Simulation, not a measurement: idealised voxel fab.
Title: Process Module voxel ribs on slabs
The width of the displayed cross-section, cut, is 190 nm; its cells are square, with a size of 5 nm.
Heads up, the way a cross-section reads in here is a grid of square cells, handed over as bands from the top down, with every band being one or more rows of cells. The entry gives the band's vertical extent as a top height and a bottom height in nm, then its horizontal make-up as materials from left to right, each with a width in nm. "blank" stands for empty space; a single material marked "edge to edge" fills the band edge to edge. Ref level 0: as-received wafer is one material below here. Bottom band extends down with no lower bound ("0 nm and below"). The two numbers in a width such as "30..40" mark its ends across the band: the first belongs to the top row of cells, the second to the bottom row, and from each row to the next the width moves by the same amount. The cross-section has no changed cell in any step marked "remains unaltered". "Sealed internal voids" contains a list of empty spaces, each no smaller than 8 cells and without an open way to the top, written in the form width x height at distance with the distance from the left edge and all three in nm. The remark found on a step's line after its settings is issued by the simulator itself and pertains to that step. Each step line may optionally specify "overlay nm", which for a step with a mask gives the rightward distance between the mask's planned place and where it lay, a negative value indicating the leftward direction.

[The planned process steps are enumerated hereunder]
1 RECEIVE [material Si]
2 DIRECTIONAL_DEP [material SiO2] [thk nm 20]
3 DIRECTIONAL_DEP [material SiN] [thk nm 25]
4 DIRECTIONAL_DEP [material aC] [thk nm 10]
5 PATTERN [tone cover] [mask id RIB] [material resist] [width nm 20] [thk nm 30] [overlay nm 0]
6 DIRECTIONAL_ETCH [etch materials aC] [depth nm 10]
7 STRIP [etch materials resist]
8 DIRECTIONAL_ETCH [etch materials SiN] [depth nm 10]
9 STRIP [etch materials aC]
10 DIRECTIONAL_DEP [material aC] [thk nm 15]
11 PATTERN [tone cover] [mask id SLAB] [material resist] [width nm 80] [thk nm 35] [overlay nm 0]
12 DIRECTIONAL_ETCH [etch materials aC] [depth nm 15]
13 STRIP [etch materials resist]
14 DIRECTIONAL_ETCH [etch materials SiN] [depth nm 15]
15 STRIP [etch materials aC]
16 FILL_DEP [material SiO2] [thk nm 20]
17 CMP [height nm 55]
18 DIRECTIONAL_DEP [material W] [thk nm 5]
19 MASKED_ETCH [tone cover] [mask id HEATER] [width nm 30] [etch materials W] [depth nm 5] [overlay nm 0]
20 CONFORMAL_DEP [material SiN] [thk nm 5]

[The following pertains to the first of two wafers, which was processed as planned]

[Received-state cross-section, reflecting completion of step 1]
> 0 nm and below  Si edge to edge
> Sealed internal voids: none

[after step 2]
> 20 nm to 0 nm  SiO2 edge to edge
> Below 0, the layers are the same as they were.

[after step 3]
> 45 nm to 20 nm  SiN edge to edge
> Below 20, the layers are the same as they were.

[after step 4]
> 55 nm to 45 nm  aC edge to edge
> Below 45, the layers are the same as they were.

[after step 5]
> 85 nm to 55 nm  blank (85) / resist (20) / blank (85)
> Below 55, the layers are the same as they were.

[after step 6]
> 75 nm to 55 nm  blank (85) / resist (20) / blank (85)
> 55 nm to 45 nm  blank (85) / aC (20) / blank (85)
> Below 45, the layers are the same as they were.

[after step 7]
> 55 nm to 45 nm  blank (85) / aC (20) / blank (85)
> Below 45, the layers are the same as they were.

[after step 8]
> 55 nm to 45 nm  blank (85) / aC (20) / blank (85)
> 45 nm to 35 nm  blank (85) / SiN (20) / blank (85)
> Below 35, the layers are the same as they were.

[after step 9]
> 45 nm to 35 nm  blank (85) / SiN (20) / blank (85)
> Below 35, the layers are the same as they were.

[after step 10]
> 60 nm to 50 nm  blank (85) / aC (20) / blank (85)
> 50 nm to 45 nm  aC edge to edge
> 45 nm to 35 nm  aC (85) / SiN (20) / aC (85)
> Below 35, the layers are the same as they were.

[after step 11]
> 95 nm to 60 nm  blank (55) / resist (80) / blank (55)
> 60 nm to 50 nm  blank (55) / resist (30) / aC (20) / resist (30) / blank (55)
> Below 50, the layers are the same as they were.

[after step 12]
> 80 nm to 60 nm  blank (55) / resist (80) / blank (55)
> 60 nm to 50 nm  blank (55) / resist (30) / aC (20) / resist (30) / blank (55)
> 50 nm to 45 nm  blank (55) / aC (80) / blank (55)
> 45 nm to 35 nm  blank (55) / aC (30) / SiN (20) / aC (30) / blank (55)
> Below 35, the layers are the same as they were.

[after step 13]
> 60 nm to 50 nm  blank (85) / aC (20) / blank (85)
> Below 50, the layers are the same as they were.

[after step 14]
> 60 nm to 50 nm  blank (85) / aC (20) / blank (85)
> 50 nm to 45 nm  blank (55) / aC (80) / blank (55)
> 45 nm to 35 nm  blank (55) / aC (30) / SiN (20) / aC (30) / blank (55)
> 35 nm to 20 nm  blank (55) / SiN (80) / blank (55)
> Below 20, the layers are the same as they were.

[after step 15]
> 45 nm to 35 nm  blank (85) / SiN (20) / blank (85)
> Below 35, the layers are the same as they were.

[after step 16]
> 65 nm to 45 nm  SiO2 edge to edge
> 45 nm to 35 nm  SiO2 (85) / SiN (20) / SiO2 (85)
> 35 nm to 20 nm  SiO2 (55) / SiN (80) / SiO2 (55)
> Below 20, the layers are the same as they were.

[after step 17]
> 55 nm to 45 nm  SiO2 edge to edge
> Below 45, the layers are the same as they were.

[after step 18]
> 60 nm to 55 nm  W edge to edge
> Below 55, the layers are the same as they were.

[after step 19]
> 60 nm to 55 nm  blank (80) / W (30) / blank (80)
> Below 55, the layers are the same as they were.

[after step 20]
> 65 nm to 60 nm  blank (75) / SiN (40) / blank (75)
> 60 nm to 55 nm  SiN (80) / W (30) / SiN (80)
> Below 55, the layers are the same as they were.

[Second wafer: same start and same plan as the first, one execution error; identical to the first through step 18]

[Cross-section, second wafer, at the end time the plan gives for step 19]
> 60 nm to 55 nm  blank (75) / W (30) / blank (85)
> Below 55, the layers are the same as they were.

[Cross-section, second wafer, at the end time the plan gives for step 20]
> 65 nm to 60 nm  blank (70) / SiN (40) / blank (80)
> 60 nm to 55 nm  SiN (75) / W (30) / SiN (85)
> Below 55, the layers are the same as they were.
Which mistake was made when the wafer was run? step 19 deviated from plan and actually ran as MASKED_ETCH [tone cover] [mask id HEATER] [width nm 30] [etch materials W] [depth nm 5] [overlay nm -5]
Same inventory, different map: at the end, the second wafer holds as many cells of each material as the first, placed elsewhere.
